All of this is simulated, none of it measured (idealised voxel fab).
The document below concerns the process module designated voxel local oxidation.
cross-section cut | 245 nm wide | cells 5 nm
Cross-section format: a grid of square cells, given as bands from top to bottom; each band is one or more rows of cells. The band entry comprises the height of the band's top followed by the height of its bottom, expressed in nm, and subsequently the band's materials from left to right, each stated together with its width in nm. Where a single material is marked with the word "edge to edge", that material fills the band from edge to edge. The word "empty" represents empty space. Counting heights begins at 0, where everything beneath is, in the wafer as received, one material. The lowest band has no bottom; it goes on downwards, as "0..down" shows. Note: "30->40" means the width goes from the first number (top row of the band) to the second number (bottom row) in equal steps per row of cells. "no alterations made" (step): cross-section cells unchanged, all of them. "Sealed void listing": empty spaces of 8 cells or more with no open way to the top, each given as width x height at distance, distance from the left edge, all in nm. Past the settings on a step's line: simulator remark, on that step. overlay nm, on a step with a mask: how far to the right of its planned place the mask lay; to the left if negative.

[Here's what the planned process steps look like]
1 RECEIVE (material Si)
2 OXIDIZE (depth nm 5)
3 CONFORMAL_DEP (material SiN; thk nm 15)
4 DIRECTIONAL_DEP (material aC; thk nm 15)
5 PATTERN (tone cover; mask id ACTIVE; material resist; width nm 105; thk nm 30; overlay nm 0)
6 DIRECTIONAL_ETCH (etch materials aC; depth nm 15)
7 STRIP (etch materials resist)
8 DIRECTIONAL_ETCH (etch materials SiN; depth nm 5)
9 STRIP (etch materials aC)
10 SELECTIVE_ETCH (etch materials SiO2; depth nm 5)
11 OXIDIZE (depth nm 15)
12 STRIP (etch materials SiN)
The depth nm used in step 8 is not the same on every wafer, whereas the starting condition is; the value printed in the plan is the first wafer's.

[Cross-section of the first incoming wafer of several, state after step 1]
0..down | Si edge to edge
Sealed void listing: none

[Where each wafer stands at the end of the module, a row apiece: cells of each material gained (+) or lost (-) since it was received, then closed voids]
depth nm 5, -49 Si, +49 SiO2, Sealed void listing: none
depth nm 10, -49 Si, +49 SiO2, Sealed void listing: none
depth nm 15, -157 Si, +127 SiO2, Sealed void listing: none
depth nm 20, -157 Si, +127 SiO2, Sealed void listing: none
depth nm 25, -157 Si, +127 SiO2, Sealed void listing: none
depth nm 30, -157 Si, +127 SiO2, Sealed void listing: none
